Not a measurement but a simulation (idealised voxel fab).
The document below concerns the process module designated voxel trench capacitor.
Each square cell in cross-section cut measures 5 nm, and the section as a whole is 245 nm wide.
If you're reading a cross-section in this doc, picture square cells in a grid; it comes to you as bands, top ones listed first down to the bottom, and a band can be one or more rows of cells.
Heads up on the band format: heights come first, top then bottom, in nm. After that it's the materials left to right, each with its width in nm. A single material flagged "everywhere" fills the whole band edge to edge, and "blank" means there's empty space there.
Measure heights from 0. That's the level where, below it, the as-received wafer is all one material. The lowest band is bottomless and extends downward; write it as in "from 0 down".
The expression "30->40" gives the width at the extremes of the band, the first number at its top row of cells and the second at its bottom row, with the width changing by equal amounts from each row to the next in between.
"all unchanged" -> step changed no cross-section cell.
"Enclosed void listing": empty spaces of 8 cells or more with no open way to the top, each given as width x height at distance, distance from the left edge, all in nm.
It should be noted that, on the line of a given step, the content following the step's settings is a remark produced by the simulator itself with respect to that step.
On any step carrying a mask, the "overlay nm" setting, if present on the step's line, tells how far right of its planned place the mask lay; negative values point to the left.
The process steps that were planned are listed below:
step 1: RECEIVE | material Si
step 2: CONFORMAL_DEP | material SiN | thk nm 10
step 3: DIRECTIONAL_DEP | material aC | thk nm 15
step 4: PATTERN | tone open | mask id TRENCH | material resist | width nm 20 | pitch nm 40 | thk nm 35 | overlay nm 0
step 5: DIRECTIONAL_ETCH | etch materials aC | depth nm 15
step 6: STRIP | etch materials resist
step 7: DIRECTIONAL_ETCH | etch materials SiN | depth nm 10
step 8: DIRECTIONAL_ETCH | etch materials Si | depth nm 30
step 9: STRIP | etch materials aC
step 10: CONFORMAL_DEP | material Al2O3 | thk nm 5
step 11: FILL_DEP | material polySi | thk nm 10
step 12: CMP | height nm 10
What follows covers the first of two wafers; it ran as planned:
Cross-section of the wafer upon arrival, representing the state reached after step 1:
> from 0 down = Si everywhere
> Enclosed void listing: none
The wafer in cross-section once step 2 is complete:
> from 10 to 0 = SiN everywhere
> Below 0, the layers are the same as they were.
The wafer in cross-section once step 3 is complete:
> from 25 to 10 = aC everywhere
> Below 10, the layers are the same as they were.
The wafer in cross-section once step 4 is complete:
> from 60 to 25 = resist: 90 | blank: 20 | resist: 20 | blank: 20 | resist: 95
> Below 25, the layers are the same as they were.
The wafer in cross-section once step 5 is complete:
> from 45 to 25 = resist: 90 | blank: 20 | resist: 20 | blank: 20 | resist: 95
> from 25 to 10 = aC: 90 | blank: 20 | aC: 20 | blank: 20 | aC: 95
> Below 10, the layers are the same as they were.
The wafer in cross-section once step 6 is complete:
> from 25 to 10 = aC: 90 | blank: 20 | aC: 20 | blank: 20 | aC: 95
> Below 10, the layers are the same as they were.
The wafer in cross-section once step 7 is complete:
> from 25 to 10 = aC: 90 | blank: 20 | aC: 20 | blank: 20 | aC: 95
> from 10 to 0 = SiN: 90 | blank: 20 | SiN: 20 | blank: 20 | SiN: 95
> Below 0, the layers are the same as they were.
The wafer in cross-section once step 8 is complete:
> from 25 to 10 = aC: 90 | blank: 20 | aC: 20 | blank: 20 | aC: 95
> from 10 to 0 = SiN: 90 | blank: 20 | SiN: 20 | blank: 20 | SiN: 95
> from 0 to -30 = Si: 90 | blank: 20 | Si: 20 | blank: 20 | Si: 95
> Below -30, the layers are the same as they were.
The wafer in cross-section once step 9 is complete:
> from 10 to 0 = SiN: 90 | blank: 20 | SiN: 20 | blank: 20 | SiN: 95
> Below 0, the layers are the same as they were.
The wafer in cross-section once step 10 is complete:
> from 15 to 10 = Al2O3: 95 | blank: 10 | Al2O3: 30 | blank: 10 | Al2O3: 100
> from 10 to 0 = SiN: 90 | Al2O3: 5 | blank: 10 | Al2O3: 5 | SiN: 20 | Al2O3: 5 | blank: 10 | Al2O3: 5 | SiN: 95
> from 0 to -25 = Si: 90 | Al2O3: 5 | blank: 10 | Al2O3: 5 | Si: 20 | Al2O3: 5 | blank: 10 | Al2O3: 5 | Si: 95
> from -25 to -30 = Si: 90 | Al2O3: 20 | Si: 20 | Al2O3: 20 | Si: 95
> Below -30, the layers are the same as they were.
The wafer in cross-section once step 11 is complete:
> from 25 to 15 = polySi everywhere
> from 15 to 10 = Al2O3: 95 | polySi: 10 | Al2O3: 30 | polySi: 10 | Al2O3: 100
> from 10 to 0 = SiN: 90 | Al2O3: 5 | polySi: 10 | Al2O3: 5 | SiN: 20 | Al2O3: 5 | polySi: 10 | Al2O3: 5 | SiN: 95
> from 0 to -25 = Si: 90 | Al2O3: 5 | polySi: 10 | Al2O3: 5 | Si: 20 | Al2O3: 5 | polySi: 10 | Al2O3: 5 | Si: 95
> Below -25, the layers are the same as they were.
The wafer in cross-section once step 12 is complete:
> from 10 to 0 = SiN: 90 | Al2O3: 5 | polySi: 10 | Al2O3: 5 | SiN: 20 | Al2O3: 5 | polySi: 10 | Al2O3: 5 | SiN: 95
> Below 0, the layers are the same as they were.
The second wafer was prepared from the same starting point and under the same plan as the first; its processing contained one mistake, and it remains indistinguishable from the first wafer up to and including step 7:
Here is the second wafer in cross-section at the point where step 8 of the plan should have been done:
> from 25 to 10 = aC: 90 | blank: 20 | aC: 20 | blank: 20 | aC: 95
> from 10 to 0 = SiN: 90 | blank: 20 | SiN: 20 | blank: 20 | SiN: 95
> from 0 to -25 = Si: 90 | blank: 20 | Si: 20 | blank: 20 | Si: 95
> Below -25, the layers are the same as they were.
Here is the second wafer in cross-section at the point where step 9 of the plan should have been done:
> from 10 to 0 = SiN: 90 | blank: 20 | SiN: 20 | blank: 20 | SiN: 95
> Below 0, the layers are the same as they were.
Here is the second wafer in cross-section at the point where step 10 of the plan should have been done:
> from 15 to 10 = Al2O3: 95 | blank: 10 | Al2O3: 30 | blank: 10 | Al2O3: 100
> from 10 to 0 = SiN: 90 | Al2O3: 5 | blank: 10 | Al2O3: 5 | SiN: 20 | Al2O3: 5 | blank: 10 | Al2O3: 5 | SiN: 95
> from 0 to -20 = Si: 90 | Al2O3: 5 | blank: 10 | Al2O3: 5 | Si: 20 | Al2O3: 5 | blank: 10 | Al2O3: 5 | Si: 95
> from -20 to -25 = Si: 90 | Al2O3: 20 | Si: 20 | Al2O3: 20 | Si: 95
> Below -25, the layers are the same as they were.
Here is the second wafer in cross-section at the point where step 11 of the plan should have been done:
> from 25 to 15 = polySi everywhere
> from 15 to 10 = Al2O3: 95 | polySi: 10 | Al2O3: 30 | polySi: 10 | Al2O3: 100
> from 10 to 0 = SiN: 90 | Al2O3: 5 | polySi: 10 | Al2O3: 5 | SiN: 20 | Al2O3: 5 | polySi: 10 | Al2O3: 5 | SiN: 95
> from 0 to -20 = Si: 90 | Al2O3: 5 | polySi: 10 | Al2O3: 5 | Si: 20 | Al2O3: 5 | polySi: 10 | Al2O3: 5 | Si: 95
> Below -20, the layers are the same as they were.
Here is the second wafer in cross-section at the point where step 12 of the plan should have been done:
> from 10 to 0 = SiN: 90 | Al2O3: 5 | polySi: 10 | Al2O3: 5 | SiN: 20 | Al2O3: 5 | polySi: 10 | Al2O3: 5 | SiN: 95
> Below 0, the layers are the same as they were.
Plan not followed: in deviation from the planned setting, step 8 was conducted as DIRECTIONAL_ETCH | etch materials Si | depth nm 25
Looking at both finished wafers in cells, the second ends up ahead of or behind the first on some materials: Al2O3: 4 fewer | Si: 8 more | polySi: 4 fewer
